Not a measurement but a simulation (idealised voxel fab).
process module | voxel released beams
cross-section cut | 165 nm wide | cells 5 nm
A cross-section is a grid of square cells, given in bands from the top down. A band is one or more rows of cells.
Each band's line starts with the height of the band's top and of its bottom, in nm. Then come its materials from left to right, each with its width in nm. One material with "throughout" fills the band from edge to edge. "air" is empty space.
Height 0 is the level under which the wafer as received is all one material. The lowest band goes on downwards, as in "0 down".
A width such as "30 to 40" changes by the same amount from each row of cells to the next, from the band's top row to its bottom row.
"no change" after a step means that no cell of the cross-section changed.
closed voids: empty space of 8 cells or more with no open way to the top, each as width x height at its distance from the left edge, in nm
after a step's settings: what the simulator itself notes on the step
overlay nm, on a step with a mask: how far to the right of its planned place the mask lay; to the left if negative
plan
1 op RECEIVE | material Si
2 op CONFORMAL_DEP | material Al2O3 | thk nm 5
3 op DIRECTIONAL_DEP | material SiO2 | thk nm 20
4 op PATTERN | tone open | mask id ANCHOR | material resist | width nm 35 | thk nm 15 | overlay nm 0
5 op DIRECTIONAL_ETCH | etch materials SiO2 | depth nm 20
6 op STRIP | etch materials resist
7 op CONFORMAL_DEP | material W | thk nm 10
8 op DIRECTIONAL_DEP | material aC | thk nm 10
9 op PATTERN | tone cover | mask id BEAM | material resist | width nm 120 | thk nm 30 | overlay nm 0
10 op DIRECTIONAL_ETCH | etch materials aC | depth nm 10
11 op STRIP | etch materials resist
12 op DIRECTIONAL_ETCH | etch materials W | depth nm 10
13 op STRIP | etch materials aC
14 op STRIP | etch materials SiO2
first wafer, as planned
as received, after step 1
  0 down: Si throughout
  closed voids: none
after step 2
  5 to 0: Al2O3 throughout
  below 0: unchanged
after step 3
  25 to 5: SiO2 throughout
  below 5: unchanged
after step 4
  40 to 25: resist 25 | air 35 | resist 105
  below 25: unchanged
after step 5
  40 to 25: resist 25 | air 35 | resist 105
  25 to 5: SiO2 25 | air 35 | SiO2 105
  below 5: unchanged
after step 6
  25 to 5: SiO2 25 | air 35 | SiO2 105
  below 5: unchanged
after step 7
  35 to 25: W 35 | air 15 | W 115
  25 to 15: SiO2 25 | W 10 | air 15 | W 10 | SiO2 105
  15 to 5: SiO2 25 | W 35 | SiO2 105
  below 5: unchanged
after step 8
  45 to 35: aC 35 | air 15 | aC 115
  35 to 25: W 35 | air 15 | W 115
  25 to 15: SiO2 25 | W 10 | aC 15 | W 10 | SiO2 105
  below 15: unchanged
after step 9
  75 to 45: air 20 | resist 120 | air 25
  45 to 35: aC 35 | resist 15 | aC 115
  35 to 25: W 35 | resist 15 | W 115
  below 25: unchanged
after step 10
  65 to 45: air 20 | resist 120 | air 25
  45 to 35: air 20 | aC 15 | resist 15 | aC 90 | air 25
  below 35: unchanged
after step 11
  45 to 35: air 20 | aC 15 | air 15 | aC 90 | air 25
  35 to 25: W 35 | air 15 | W 115
  below 25: unchanged
after step 12
  45 to 35: air 20 | aC 15 | air 15 | aC 90 | air 25
  35 to 25: air 20 | W 15 | air 15 | W 90 | air 25
  below 25: unchanged
after step 13
  35 to 25: air 20 | W 15 | air 15 | W 90 | air 25
  25 to 15: SiO2 25 | W 10 | air 15 | W 10 | SiO2 105
  below 15: unchanged
after step 14
  35 to 25: air 20 | W 15 | air 15 | W 90 | air 25
  25 to 15: air 25 | W 10 | air 15 | W 10 | air 105
  15 to 5: air 25 | W 35 | air 105
  below 5: unchanged
second wafer: like start, like plan, one mistake. Through step 2 it matches the first wafer
when step 3 should have ended
  20 to 5: SiO2 throughout
  below 5: unchanged
when step 4 should have ended
  35 to 20: resist 25 | air 35 | resist 105
  below 20: unchanged
when step 5 should have ended
  35 to 20: resist 25 | air 35 | resist 105
  20 to 5: SiO2 25 | air 35 | SiO2 105
  below 5: unchanged
when step 6 should have ended
  20 to 5: SiO2 25 | air 35 | SiO2 105
  below 5: unchanged
when step 7 should have ended
  30 to 20: W 35 | air 15 | W 115
  20 to 15: SiO2 25 | W 10 | air 15 | W 10 | SiO2 105
  15 to 5: SiO2 25 | W 35 | SiO2 105
  below 5: unchanged
when step 8 should have ended
  40 to 30: aC 35 | air 15 | aC 115
  30 to 25: W 35 | air 15 | W 115
  25 to 20: W 35 | aC 15 | W 115
  20 to 15: SiO2 25 | W 10 | aC 15 | W 10 | SiO2 105
  below 15: unchanged
when step 9 should have ended
  70 to 40: air 20 | resist 120 | air 25
  40 to 30: aC 35 | resist 15 | aC 115
  30 to 25: W 35 | resist 15 | W 115
  below 25: unchanged
when step 10 should have ended
  60 to 40: air 20 | resist 120 | air 25
  40 to 30: air 20 | aC 15 | resist 15 | aC 90 | air 25
  below 30: unchanged
when step 11 should have ended
  40 to 30: air 20 | aC 15 | air 15 | aC 90 | air 25
  30 to 25: W 35 | air 15 | W 115
  below 25: unchanged
when step 12 should have ended
  40 to 30: air 20 | aC 15 | air 15 | aC 90 | air 25
  30 to 25: air 20 | W 15 | air 15 | W 90 | air 25
  25 to 20: air 20 | W 15 | aC 15 | W 90 | air 25
  below 20: unchanged
when step 13 should have ended
  30 to 20: air 20 | W 15 | air 15 | W 90 | air 25
  20 to 15: SiO2 25 | W 10 | air 15 | W 10 | SiO2 105
  below 15: unchanged
when step 14 should have ended
  30 to 20: air 20 | W 15 | air 15 | W 90 | air 25
  20 to 15: air 25 | W 10 | air 15 | W 10 | air 105
  15 to 5: air 25 | W 35 | air 105
  below 5: unchanged
what went wrong: step 3 ran as: op DIRECTIONAL_DEP | material SiO2 | thk nm 15
at the end the second wafer has, in cells: 4 fewer of W
